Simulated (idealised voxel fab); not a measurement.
This is a process module. Its name is voxel wiring stack.
Cross-section cut: width 270 nm, square cells of 5 nm.
This document writes a cross-section as a grid whose cells are square, and gives it as bands, listed from the top down; one or more rows of cells form a band.
What a band's entry tells you: where the top is and where the bottom is, as heights in nm, and after that what lies inside, material by material from left to right, each with its width in nm. Empty space is written as the word "air", and a single material marked with the word "everywhere" occupies the band from edge to edge.
Heights are measured from 0, the level below which the as-received wafer is all one material; the lowest band has no bottom and continues downward, written as in "0..down".
You'd read "30..40" like this: the band's top row of cells is as wide as the first number, its bottom row is as wide as the second, and going down, every row changes width by the same amount as the row before did.
"everything unchanged" (step): cross-section cells unchanged, all of them.
"Closed empty spaces": sealed empty spaces, 8 cells or more, no open way to top, listed width x height at distance, with distance from the left edge and width, height and distance in nm.
Formally, on a step line, whatever follows the settings is a remark that the simulator itself makes on the step.
overlay nm: mask offset rightward from planned place, masked step; negative means leftward offset.

[These are the steps we planned for the process]
- 1: op RECEIVE | material Si
- 2: op CONFORMAL_DEP | material SiO2 | thk nm 15
- 3: op CONFORMAL_DEP | material SiN | thk nm 5
- 4: op DIRECTIONAL_DEP | material lowk | thk nm 15
- 5: op PATTERN | tone open | mask id METAL_1 | material resist | width nm 30 | pitch nm 60 | thk nm 20 | overlay nm 0
- 6: op DIRECTIONAL_ETCH | etch materials lowk | depth nm 15
- 7: op DIRECTIONAL_ETCH | etch materials SiN | depth nm 5
- 8: op STRIP | etch materials resist
- 9: op CONFORMAL_DEP | material TiN | thk nm 5
- 10: op FILL_DEP | material Cu | thk nm 5
- 11: op CMP | height nm 35
- 12: op CONFORMAL_DEP | material SiCN | thk nm 5
- 13: op DIRECTIONAL_DEP | material lowk | thk nm 30
- 14: op DIRECTIONAL_DEP | material aC | thk nm 10
- 15: op PATTERN | tone open | mask id METAL_2 | material resist | width nm 30 | pitch nm 60 | thk nm 25 | overlay nm 0
- 16: op DIRECTIONAL_ETCH | etch materials aC | depth nm 10
- 17: op STRIP | etch materials resist
- 18: op DIRECTIONAL_ETCH | etch materials lowk | depth nm 20
- 19: op STRIP | etch materials aC
- 20: op MASKED_ETCH | tone open | mask id METAL_2_HOLES | width nm 15 | pitch nm 60 | etch materials lowk | depth nm 10 | overlay nm 0
- 21: op MASKED_ETCH | tone open | mask id METAL_2_HOLES | width nm 15 | pitch nm 60 | etch materials SiCN | depth nm 5 | overlay nm 0
- 22: op CONFORMAL_DEP | material TiN | thk nm 5
- 23: op FILL_DEP | material Cu | thk nm 5
- 24: op CMP | height nm 70
- 25: op CONFORMAL_DEP | material SiCN | thk nm 5
- 26: op DIRECTIONAL_DEP | material lowk | thk nm 30
- 27: op DIRECTIONAL_DEP | material aC | thk nm 10
- 28: op PATTERN | tone open | mask id METAL_3_HOLES | material resist | width nm 15 | pitch nm 120 | thk nm 25 | overlay nm 0
- 29: op DIRECTIONAL_ETCH | etch materials aC | depth nm 10
- 30: op STRIP | etch materials resist
- 31: op DIRECTIONAL_ETCH | etch materials lowk | depth nm 30
- 32: op STRIP | etch materials aC
- 33: op DIRECTIONAL_DEP | material aC | thk nm 10
- 34: op PATTERN | tone open | mask id METAL_3 | material resist | width nm 30 | pitch nm 60 | thk nm 25 | overlay nm 0
- 35: op DIRECTIONAL_ETCH | etch materials aC | depth nm 10
- 36: op STRIP | etch materials resist
- 37: op DIRECTIONAL_ETCH | etch materials lowk | depth nm 15
- 38: op DIRECTIONAL_ETCH | etch materials SiCN | depth nm 5
- 39: op STRIP | etch materials aC
- 40: op CONFORMAL_DEP | material TiN | thk nm 5
- 41: op FILL_DEP | material Cu | thk nm 5
- 42: op CMP | height nm 105
- 43: op CONFORMAL_DEP | material SiCN | thk nm 5

[First of two wafers - as planned]

[Incoming wafer in cross-section (state: after step 1)]
    0..down: Si everywhere
    Closed empty spaces: none

[Cross-section through the wafer, step 2 finished]
    15..0: SiO2 everywhere
    below 0: unchanged

[Cross-section through the wafer, step 3 finished]
    20..15: SiN everywhere
    below 15: unchanged

[Cross-section through the wafer, step 4 finished]
    35..20: lowk everywhere
    below 20: unchanged

[Cross-section through the wafer, step 5 finished]
    55..35: 30 of resist  30 of air  30 of resist  30 of air  30 of resist  30 of air  30 of resist  30 of air  30 of resist
    below 35: unchanged

[Cross-section through the wafer, step 6 finished]
    55..35: 30 of resist  30 of air  30 of resist  30 of air  30 of resist  30 of air  30 of resist  30 of air  30 of resist
    35..20: 30 of lowk  30 of air  30 of lowk  30 of air  30 of lowk  30 of air  30 of lowk  30 of air  30 of lowk
    below 20: unchanged

[Cross-section through the wafer, step 7 finished]
    55..35: 30 of resist  30 of air  30 of resist  30 of air  30 of resist  30 of air  30 of resist  30 of air  30 of resist
    35..20: 30 of lowk  30 of air  30 of lowk  30 of air  30 of lowk  30 of air  30 of lowk  30 of air  30 of lowk
    20..15: 30 of SiN  30 of air  30 of SiN  30 of air  30 of SiN  30 of air  30 of SiN  30 of air  30 of SiN
    below 15: unchanged

[Cross-section through the wafer, step 8 finished]
    35..20: 30 of lowk  30 of air  30 of lowk  30 of air  30 of lowk  30 of air  30 of lowk  30 of air  30 of lowk
    below 20: unchanged

[Cross-section through the wafer, step 9 finished]
    40..35: 35 of TiN  20 of air  40 of TiN  20 of air  40 of TiN  20 of air  40 of TiN  20 of air  35 of TiN
    35..20: 30 of lowk  5 of TiN  20 of air  5 of TiN  30 of lowk  5 of TiN  20 of air  5 of TiN  30 of lowk  5 of TiN  20 of air  5 of TiN  30 of lowk  5 of TiN  20 of air  5 of TiN  30 of lowk
    20..15: 30 of SiN  30 of TiN  30 of SiN  30 of TiN  30 of SiN  30 of TiN  30 of SiN  30 of TiN  30 of SiN
    below 15: unchanged

[Cross-section through the wafer, step 10 finished]
    45..40: Cu everywhere
    40..35: 35 of TiN  20 of Cu  40 of TiN  20 of Cu  40 of TiN  20 of Cu  40 of TiN  20 of Cu  35 of TiN
    35..20: 30 of lowk  5 of TiN  20 of Cu  5 of TiN  30 of lowk  5 of TiN  20 of Cu  5 of TiN  30 of lowk  5 of TiN  20 of Cu  5 of TiN  30 of lowk  5 of TiN  20 of Cu  5 of TiN  30 of lowk
    below 20: unchanged

[Cross-section through the wafer, step 11 finished]
    35..20: 30 of lowk  5 of TiN  20 of Cu  5 of TiN  30 of lowk  5 of TiN  20 of Cu  5 of TiN  30 of lowk  5 of TiN  20 of Cu  5 of TiN  30 of lowk  5 of TiN  20 of Cu  5 of TiN  30 of lowk
    below 20: unchanged

[Cross-section through the wafer, step 12 finished]
    40..35: SiCN everywhere
    below 35: unchanged

[Cross-section through the wafer, step 13 finished]
    70..40: lowk everywhere
    below 40: unchanged

[Cross-section through the wafer, step 14 finished]
    80..70: aC everywhere
    below 70: unchanged

[Cross-section through the wafer, step 15 finished]
    105..80: 30 of resist  30 of air  30 of resist  30 of air  30 of resist  30 of air  30 of resist  30 of air  30 of resist
    below 80: unchanged

[Cross-section through the wafer, step 16 finished]
    95..80: 30 of resist  30 of air  30 of resist  30 of air  30 of resist  30 of air  30 of resist  30 of air  30 of resist
    80..70: 30 of aC  30 of air  30 of aC  30 of air  30 of aC  30 of air  30 of aC  30 of air  30 of aC
    below 70: unchanged

[Cross-section through the wafer, step 17 finished]
    80..70: 30 of aC  30 of air  30 of aC  30 of air  30 of aC  30 of air  30 of aC  30 of air  30 of aC
    below 70: unchanged

[Cross-section through the wafer, step 18 finished]
    80..70: 30 of aC  30 of air  30 of aC  30 of air  30 of aC  30 of air  30 of aC  30 of air  30 of aC
    70..50: 30 of lowk  30 of air  30 of lowk  30 of air  30 of lowk  30 of air  30 of lowk  30 of air  30 of lowk
    below 50: unchanged

[Cross-section through the wafer, step 19 finished]
    70..50: 30 of lowk  30 of air  30 of lowk  30 of air  30 of lowk  30 of air  30 of lowk  30 of air  30 of lowk
    below 50: unchanged

[Cross-section through the wafer, step 20 finished]
    70..50: 30 of lowk  30 of air  30 of lowk  30 of air  30 of lowk  30 of air  30 of lowk  30 of air  30 of lowk
    50..40: 30 of lowk  15 of air  45 of lowk  15 of air  45 of lowk  15 of air  45 of lowk  15 of air  45 of lowk
    below 40: unchanged

[Cross-section through the wafer, step 21 finished]
    70..50: 30 of lowk  30 of air  30 of lowk  30 of air  30 of lowk  30 of air  30 of lowk  30 of air  30 of lowk
    50..40: 30 of lowk  15 of air  45 of lowk  15 of air  45 of lowk  15 of air  45 of lowk  15 of air  45 of lowk
    40..35: 30 of SiCN  15 of air  45 of SiCN  15 of air  45 of SiCN  15 of air  45 of SiCN  15 of air  45 of SiCN
    below 35: unchanged

[Cross-section through the wafer, step 22 finished]
    75..70: 35 of TiN  20 of air  40 of TiN  20 of air  40 of TiN  20 of air  40 of TiN  20 of air  35 of TiN
    70..55: 30 of lowk  5 of TiN  20 of air  5 of TiN  30 of lowk  5 of TiN  20 of air  5 of TiN  30 of lowk  5 of TiN  20 of air  5 of TiN  30 of lowk  5 of TiN  20 of air  5 of TiN  30 of lowk
    55..50: 30 of lowk  5 of TiN  5 of air  20 of TiN  30 of lowk  5 of TiN  5 of air  20 of TiN  30 of lowk  5 of TiN  5 of air  20 of TiN  30 of lowk  5 of TiN  5 of air  20 of TiN  30 of lowk
    50..40: 30 of lowk  5 of TiN  5 of air  5 of TiN  45 of lowk  5 of TiN  5 of air  5 of TiN  45 of lowk  5 of TiN  5 of air  5 of TiN  45 of lowk  5 of TiN  5 of air  5 of TiN  45 of lowk
    40..35: 30 of SiCN  15 of TiN  45 of SiCN  15 of TiN  45 of SiCN  15 of TiN  45 of SiCN  15 of TiN  45 of SiCN
    below 35: unchanged

[Cross-section through the wafer, step 23 finished]
    80..75: Cu everywhere
    75..70: 35 of TiN  20 of Cu  40 of TiN  20 of Cu  40 of TiN  20 of Cu  40 of TiN  20 of Cu  35 of TiN
    70..55: 30 of lowk  5 of TiN  20 of Cu  5 of TiN  30 of lowk  5 of TiN  20 of Cu  5 of TiN  30 of lowk  5 of TiN  20 of Cu  5 of TiN  30 of lowk  5 of TiN  20 of Cu  5 of TiN  30 of lowk
    55..50: 30 of lowk  5 of TiN  5 of Cu  20 of TiN  30 of lowk  5 of TiN  5 of Cu  20 of TiN  30 of lowk  5 of TiN  5 of Cu  20 of TiN  30 of lowk  5 of TiN  5 of Cu  20 of TiN  30 of lowk
    50..40: 30 of lowk  5 of TiN  5 of Cu  5 of TiN  45 of lowk  5 of TiN  5 of Cu  5 of TiN  45 of lowk  5 of TiN  5 of Cu  5 of TiN  45 of lowk  5 of TiN  5 of Cu  5 of TiN  45 of lowk
    below 40: unchanged

[Cross-section through the wafer, step 24 finished]
    70..55: 30 of lowk  5 of TiN  20 of Cu  5 of TiN  30 of lowk  5 of TiN  20 of Cu  5 of TiN  30 of lowk  5 of TiN  20 of Cu  5 of TiN  30 of lowk  5 of TiN  20 of Cu  5 of TiN  30 of lowk
    below 55: unchanged

[Cross-section through the wafer, step 25 finished]
    75..70: SiCN everywhere
    below 70: unchanged

[Cross-section through the wafer, step 26 finished]
    105..75: lowk everywhere
    below 75: unchanged

[Cross-section through the wafer, step 27 finished]
    115..105: aC everywhere
    below 105: unchanged

[Cross-section through the wafer, step 28 finished]
    140..115: 30 of resist  15 of air  105 of resist  15 of air  105 of resist
    below 115: unchanged

[Cross-section through the wafer, step 29 finished]
    130..115: 30 of resist  15 of air  105 of resist  15 of air  105 of resist
    115..105: 30 of aC  15 of air  105 of aC  15 of air  105 of aC
    below 105: unchanged

[Cross-section through the wafer, step 30 finished]
    115..105: 30 of aC  15 of air  105 of aC  15 of air  105 of aC
    below 105: unchanged

[Cross-section through the wafer, step 31 finished]
    115..105: 30 of aC  15 of air  105 of aC  15 of air  105 of aC
    105..75: 30 of lowk  15 of air  105 of lowk  15 of air  105 of lowk
    below 75: unchanged

[Cross-section through the wafer, step 32 finished]
    105..75: 30 of lowk  15 of air  105 of lowk  15 of air  105 of lowk
    below 75: unchanged

[Cross-section through the wafer, step 33 finished]
    115..105: 30 of aC  15 of air  105 of aC  15 of air  105 of aC
    105..85: 30 of lowk  15 of air  105 of lowk  15 of air  105 of lowk
    85..75: 30 of lowk  15 of aC  105 of lowk  15 of aC  105 of lowk
    below 75: unchanged

[Cross-section through the wafer, step 34 finished]
    140..115: 30 of resist  30 of air  30 of resist  30 of air  30 of resist  30 of air  30 of resist  30 of air  30 of resist
    below 115: unchanged

[Cross-section through the wafer, step 35 finished]
    130..115: 30 of resist  30 of air  30 of resist  30 of air  30 of resist  30 of air  30 of resist  30 of air  30 of resist
    115..105: 30 of aC  30 of air  30 of aC  30 of air  30 of aC  30 of air  30 of aC  30 of air  30 of aC
    105..75: 30 of lowk  15 of air  105 of lowk  15 of air  105 of lowk
    below 75: unchanged

[Cross-section through the wafer, step 36 finished]
    115..105: 30 of aC  30 of air  30 of aC  30 of air  30 of aC  30 of air  30 of aC  30 of air  30 of aC
    below 105: unchanged

[Cross-section through the wafer, step 37 finished]
    115..105: 30 of aC  30 of air  30 of aC  30 of air  30 of aC  30 of air  30 of aC  30 of air  30 of aC
    105..90: 30 of lowk  30 of air  30 of lowk  30 of air  30 of lowk  30 of air  30 of lowk  30 of air  30 of lowk
    below 90: unchanged

[Cross-section through the wafer, step 38 finished]
    115..105: 30 of aC  30 of air  30 of aC  30 of air  30 of aC  30 of air  30 of aC  30 of air  30 of aC
    105..90: 30 of lowk  30 of air  30 of lowk  30 of air  30 of lowk  30 of air  30 of lowk  30 of air  30 of lowk
    90..75: 30 of lowk  15 of air  105 of lowk  15 of air  105 of lowk
    75..70: 30 of SiCN  15 of air  105 of SiCN  15 of air  105 of SiCN
    below 70: unchanged

[Cross-section through the wafer, step 39 finished]
    105..90: 30 of lowk  30 of air  30 of lowk  30 of air  30 of lowk  30 of air  30 of lowk  30 of air  30 of lowk
    below 90: unchanged

[Cross-section through the wafer, step 40 finished]
    110..105: 35 of TiN  20 of air  40 of TiN  20 of air  40 of TiN  20 of air  40 of TiN  20 of air  35 of TiN
    105..95: 30 of lowk  5 of TiN  20 of air  5 of TiN  30 of lowk  5 of TiN  20 of air  5 of TiN  30 of lowk  5 of TiN  20 of air  5 of TiN  30 of lowk  5 of TiN  20 of air  5 of TiN  30 of lowk
    95..90: 30 of lowk  5 of TiN  5 of air  20 of TiN  30 of lowk  30 of TiN  30 of lowk  5 of TiN  5 of air  20 of TiN  30 of lowk  30 of TiN  30 of lowk
    90..75: 30 of lowk  5 of TiN  5 of air  5 of TiN  105 of lowk  5 of TiN  5 of air  5 of TiN  105 of lowk
    75..70: 30 of SiCN  15 of TiN  105 of SiCN  15 of TiN  105 of SiCN
    below 70: unchanged

[Cross-section through the wafer, step 41 finished]
    115..110: Cu everywhere
    110..105: 35 of TiN  20 of Cu  40 of TiN  20 of Cu  40 of TiN  20 of Cu  40 of TiN  20 of Cu  35 of TiN
    105..95: 30 of lowk  5 of TiN  20 of Cu  5 of TiN  30 of lowk  5 of TiN  20 of Cu  5 of TiN  30 of lowk  5 of TiN  20 of Cu  5 of TiN  30 of lowk  5 of TiN  20 of Cu  5 of TiN  30 of lowk
    95..90: 30 of lowk  5 of TiN  5 of Cu  20 of TiN  30 of lowk  30 of TiN  30 of lowk  5 of TiN  5 of Cu  20 of TiN  30 of lowk  30 of TiN  30 of lowk
    90..75: 30 of lowk  5 of TiN  5 of Cu  5 of TiN  105 of lowk  5 of TiN  5 of Cu  5 of TiN  105 of lowk
    below 75: unchanged

[Cross-section through the wafer, step 42 finished]
    105..95: 30 of lowk  5 of TiN  20 of Cu  5 of TiN  30 of lowk  5 of TiN  20 of Cu  5 of TiN  30 of lowk  5 of TiN  20 of Cu  5 of TiN  30 of lowk  5 of TiN  20 of Cu  5 of TiN  30 of lowk
    below 95: unchanged

[Cross-section through the wafer, step 43 finished]
    110..105: SiCN everywhere
    below 105: unchanged

[Okay, second wafer. Nothing different at the start, nothing different in the plan, just one mistake somewhere in the running. As far as step 2, counting that step, it's the first wafer all over again]

when step 3 should have ended: everything unchanged

[when step 4 should have ended]
    30..15: lowk everywhere
    below 15: unchanged

[when step 5 should have ended]
    50..30: 30 of resist  30 of air  30 of resist  30 of air  30 of resist  30 of air  30 of resist  30 of air  30 of resist
    below 30: unchanged

[when step 6 should have ended]
    50..30: 30 of resist  30 of air  30 of resist  30 of air  30 of resist  30 of air  30 of resist  30 of air  30 of resist
    30..15: 30 of lowk  30 of air  30 of lowk  30 of air  30 of lowk  30 of air  30 of lowk  30 of air  30 of lowk
    below 15: unchanged

when step 7 should have ended: everything unchanged

[when step 8 should have ended]
    30..15: 30 of lowk  30 of air  30 of lowk  30 of air  30 of lowk  30 of air  30 of lowk  30 of air  30 of lowk
    below 15: unchanged

[when step 9 should have ended]
    35..30: 35 of TiN  20 of air  40 of TiN  20 of air  40 of TiN  20 of air  40 of TiN  20 of air  35 of TiN
    30..20: 30 of lowk  5 of TiN  20 of air  5 of TiN  30 of lowk  5 of TiN  20 of air  5 of TiN  30 of lowk  5 of TiN  20 of air  5 of TiN  30 of lowk  5 of TiN  20 of air  5 of TiN  30 of lowk
    20..15: 30 of lowk  30 of TiN  30 of lowk  30 of TiN  30 of lowk  30 of TiN  30 of lowk  30 of TiN  30 of lowk
    below 15: unchanged

[when step 10 should have ended]
    40..35: Cu everywhere
    35..30: 35 of TiN  20 of Cu  40 of TiN  20 of Cu  40 of TiN  20 of Cu  40 of TiN  20 of Cu  35 of TiN
    30..20: 30 of lowk  5 of TiN  20 of Cu  5 of TiN  30 of lowk  5 of TiN  20 of Cu  5 of TiN  30 of lowk  5 of TiN  20 of Cu  5 of TiN  30 of lowk  5 of TiN  20 of Cu  5 of TiN  30 of lowk
    below 20: unchanged

[when step 11 should have ended]
    35..30: 35 of TiN  20 of Cu  40 of TiN  20 of Cu  40 of TiN  20 of Cu  40 of TiN  20 of Cu  35 of TiN
    below 30: unchanged

[when step 12 should have ended]
    40..35: SiCN everywhere
    below 35: unchanged

[when step 13 should have ended]
    70..40: lowk everywhere
    below 40: unchanged

[when step 14 should have ended]
    80..70: aC everywhere
    below 70: unchanged

[when step 15 should have ended]
    105..80: 30 of resist  30 of air  30 of resist  30 of air  30 of resist  30 of air  30 of resist  30 of air  30 of resist
    below 80: unchanged

[when step 16 should have ended]
    95..80: 30 of resist  30 of air  30 of resist  30 of air  30 of resist  30 of air  30 of resist  30 of air  30 of resist
    80..70: 30 of aC  30 of air  30 of aC  30 of air  30 of aC  30 of air  30 of aC  30 of air  30 of aC
    below 70: unchanged

[when step 17 should have ended]
    80..70: 30 of aC  30 of air  30 of aC  30 of air  30 of aC  30 of air  30 of aC  30 of air  30 of aC
    below 70: unchanged

[when step 18 should have ended]
    80..70: 30 of aC  30 of air  30 of aC  30 of air  30 of aC  30 of air  30 of aC  30 of air  30 of aC
    70..50: 30 of lowk  30 of air  30 of lowk  30 of air  30 of lowk  30 of air  30 of lowk  30 of air  30 of lowk
    below 50: unchanged

[when step 19 should have ended]
    70..50: 30 of lowk  30 of air  30 of lowk  30 of air  30 of lowk  30 of air  30 of lowk  30 of air  30 of lowk
    below 50: unchanged

[when step 20 should have ended]
    70..50: 30 of lowk  30 of air  30 of lowk  30 of air  30 of lowk  30 of air  30 of lowk  30 of air  30 of lowk
    50..40: 30 of lowk  15 of air  45 of lowk  15 of air  45 of lowk  15 of air  45 of lowk  15 of air  45 of lowk
    below 40: unchanged

[when step 21 should have ended]
    70..50: 30 of lowk  30 of air  30 of lowk  30 of air  30 of lowk  30 of air  30 of lowk  30 of air  30 of lowk
    50..40: 30 of lowk  15 of air  45 of lowk  15 of air  45 of lowk  15 of air  45 of lowk  15 of air  45 of lowk
    40..35: 30 of SiCN  15 of air  45 of SiCN  15 of air  45 of SiCN  15 of air  45 of SiCN  15 of air  45 of SiCN
    below 35: unchanged

[when step 22 should have ended]
    75..70: 35 of TiN  20 of air  40 of TiN  20 of air  40 of TiN  20 of air  40 of TiN  20 of air  35 of TiN
    70..55: 30 of lowk  5 of TiN  20 of air  5 of TiN  30 of lowk  5 of TiN  20 of air  5 of TiN  30 of lowk  5 of TiN  20 of air  5 of TiN  30 of lowk  5 of TiN  20 of air  5 of TiN  30 of lowk
    55..50: 30 of lowk  5 of TiN  5 of air  20 of TiN  30 of lowk  5 of TiN  5 of air  20 of TiN  30 of lowk  5 of TiN  5 of air  20 of TiN  30 of lowk  5 of TiN  5 of air  20 of TiN  30 of lowk
    50..40: 30 of lowk  5 of TiN  5 of air  5 of TiN  45 of lowk  5 of TiN  5 of air  5 of TiN  45 of lowk  5 of TiN  5 of air  5 of TiN  45 of lowk  5 of TiN  5 of air  5 of TiN  45 of lowk
    40..35: 30 of SiCN  15 of TiN  45 of SiCN  15 of TiN  45 of SiCN  15 of TiN  45 of SiCN  15 of TiN  45 of SiCN
    below 35: unchanged

[when step 23 should have ended]
    80..75: Cu everywhere
    75..70: 35 of TiN  20 of Cu  40 of TiN  20 of Cu  40 of TiN  20 of Cu  40 of TiN  20 of Cu  35 of TiN
    70..55: 30 of lowk  5 of TiN  20 of Cu  5 of TiN  30 of lowk  5 of TiN  20 of Cu  5 of TiN  30 of lowk  5 of TiN  20 of Cu  5 of TiN  30 of lowk  5 of TiN  20 of Cu  5 of TiN  30 of lowk
    55..50: 30 of lowk  5 of TiN  5 of Cu  20 of TiN  30 of lowk  5 of TiN  5 of Cu  20 of TiN  30 of lowk  5 of TiN  5 of Cu  20 of TiN  30 of lowk  5 of TiN  5 of Cu  20 of TiN  30 of lowk
    50..40: 30 of lowk  5 of TiN  5 of Cu  5 of TiN  45 of lowk  5 of TiN  5 of Cu  5 of TiN  45 of lowk  5 of TiN  5 of Cu  5 of TiN  45 of lowk  5 of TiN  5 of Cu  5 of TiN  45 of lowk
    below 40: unchanged

[when step 24 should have ended]
    70..55: 30 of lowk  5 of TiN  20 of Cu  5 of TiN  30 of lowk  5 of TiN  20 of Cu  5 of TiN  30 of lowk  5 of TiN  20 of Cu  5 of TiN  30 of lowk  5 of TiN  20 of Cu  5 of TiN  30 of lowk
    below 55: unchanged

[when step 25 should have ended]
    75..70: SiCN everywhere
    below 70: unchanged

[when step 26 should have ended]
    105..75: lowk everywhere
    below 75: unchanged

[when step 27 should have ended]
    115..105: aC everywhere
    below 105: unchanged

[when step 28 should have ended]
    140..115: 30 of resist  15 of air  105 of resist  15 of air  105 of resist
    below 115: unchanged

[when step 29 should have ended]
    130..115: 30 of resist  15 of air  105 of resist  15 of air  105 of resist
    115..105: 30 of aC  15 of air  105 of aC  15 of air  105 of aC
    below 105: unchanged

[when step 30 should have ended]
    115..105: 30 of aC  15 of air  105 of aC  15 of air  105 of aC
    below 105: unchanged

[when step 31 should have ended]
    115..105: 30 of aC  15 of air  105 of aC  15 of air  105 of aC
    105..75: 30 of lowk  15 of air  105 of lowk  15 of air  105 of lowk
    below 75: unchanged

[when step 32 should have ended]
    105..75: 30 of lowk  15 of air  105 of lowk  15 of air  105 of lowk
    below 75: unchanged

[when step 33 should have ended]
    115..105: 30 of aC  15 of air  105 of aC  15 of air  105 of aC
    105..85: 30 of lowk  15 of air  105 of lowk  15 of air  105 of lowk
    85..75: 30 of lowk  15 of aC  105 of lowk  15 of aC  105 of lowk
    below 75: unchanged

[when step 34 should have ended]
    140..115: 30 of resist  30 of air  30 of resist  30 of air  30 of resist  30 of air  30 of resist  30 of air  30 of resist
    below 115: unchanged

[when step 35 should have ended]
    130..115: 30 of resist  30 of air  30 of resist  30 of air  30 of resist  30 of air  30 of resist  30 of air  30 of resist
    115..105: 30 of aC  30 of air  30 of aC  30 of air  30 of aC  30 of air  30 of aC  30 of air  30 of aC
    105..75: 30 of lowk  15 of air  105 of lowk  15 of air  105 of lowk
    below 75: unchanged

[when step 36 should have ended]
    115..105: 30 of aC  30 of air  30 of aC  30 of air  30 of aC  30 of air  30 of aC  30 of air  30 of aC
    below 105: unchanged

[when step 37 should have ended]
    115..105: 30 of aC  30 of air  30 of aC  30 of air  30 of aC  30 of air  30 of aC  30 of air  30 of aC
    105..90: 30 of lowk  30 of air  30 of lowk  30 of air  30 of lowk  30 of air  30 of lowk  30 of air  30 of lowk
    below 90: unchanged

[when step 38 should have ended]
    115..105: 30 of aC  30 of air  30 of aC  30 of air  30 of aC  30 of air  30 of aC  30 of air  30 of aC
    105..90: 30 of lowk  30 of air  30 of lowk  30 of air  30 of lowk  30 of air  30 of lowk  30 of air  30 of lowk
    90..75: 30 of lowk  15 of air  105 of lowk  15 of air  105 of lowk
    75..70: 30 of SiCN  15 of air  105 of SiCN  15 of air  105 of SiCN
    below 70: unchanged

[when step 39 should have ended]
    105..90: 30 of lowk  30 of air  30 of lowk  30 of air  30 of lowk  30 of air  30 of lowk  30 of air  30 of lowk
    below 90: unchanged

[when step 40 should have ended]
    110..105: 35 of TiN  20 of air  40 of TiN  20 of air  40 of TiN  20 of air  40 of TiN  20 of air  35 of TiN
    105..95: 30 of lowk  5 of TiN  20 of air  5 of TiN  30 of lowk  5 of TiN  20 of air  5 of TiN  30 of lowk  5 of TiN  20 of air  5 of TiN  30 of lowk  5 of TiN  20 of air  5 of TiN  30 of lowk
    95..90: 30 of lowk  5 of TiN  5 of air  20 of TiN  30 of lowk  30 of TiN  30 of lowk  5 of TiN  5 of air  20 of TiN  30 of lowk  30 of TiN  30 of lowk
    90..75: 30 of lowk  5 of TiN  5 of air  5 of TiN  105 of lowk  5 of TiN  5 of air  5 of TiN  105 of lowk
    75..70: 30 of SiCN  15 of TiN  105 of SiCN  15 of TiN  105 of SiCN
    below 70: unchanged

[when step 41 should have ended]
    115..110: Cu everywhere
    110..105: 35 of TiN  20 of Cu  40 of TiN  20 of Cu  40 of TiN  20 of Cu  40 of TiN  20 of Cu  35 of TiN
    105..95: 30 of lowk  5 of TiN  20 of Cu  5 of TiN  30 of lowk  5 of TiN  20 of Cu  5 of TiN  30 of lowk  5 of TiN  20 of Cu  5 of TiN  30 of lowk  5 of TiN  20 of Cu  5 of TiN  30 of lowk
    95..90: 30 of lowk  5 of TiN  5 of Cu  20 of TiN  30 of lowk  30 of TiN  30 of lowk  5 of TiN  5 of Cu  20 of TiN  30 of lowk  30 of TiN  30 of lowk
    90..75: 30 of lowk  5 of TiN  5 of Cu  5 of TiN  105 of lowk  5 of TiN  5 of Cu  5 of TiN  105 of lowk
    below 75: unchanged

[when step 42 should have ended]
    105..95: 30 of lowk  5 of TiN  20 of Cu  5 of TiN  30 of lowk  5 of TiN  20 of Cu  5 of TiN  30 of lowk  5 of TiN  20 of Cu  5 of TiN  30 of lowk  5 of TiN  20 of Cu  5 of TiN  30 of lowk
    below 95: unchanged

[when step 43 should have ended]
    110..105: SiCN everywhere
    below 105: unchanged
Processing error: step 3 of the plan never got run, it was skipped over
Wafer comparison, final, in cells, second relative to first, materials more or fewer: SiN -30 | TiN +30
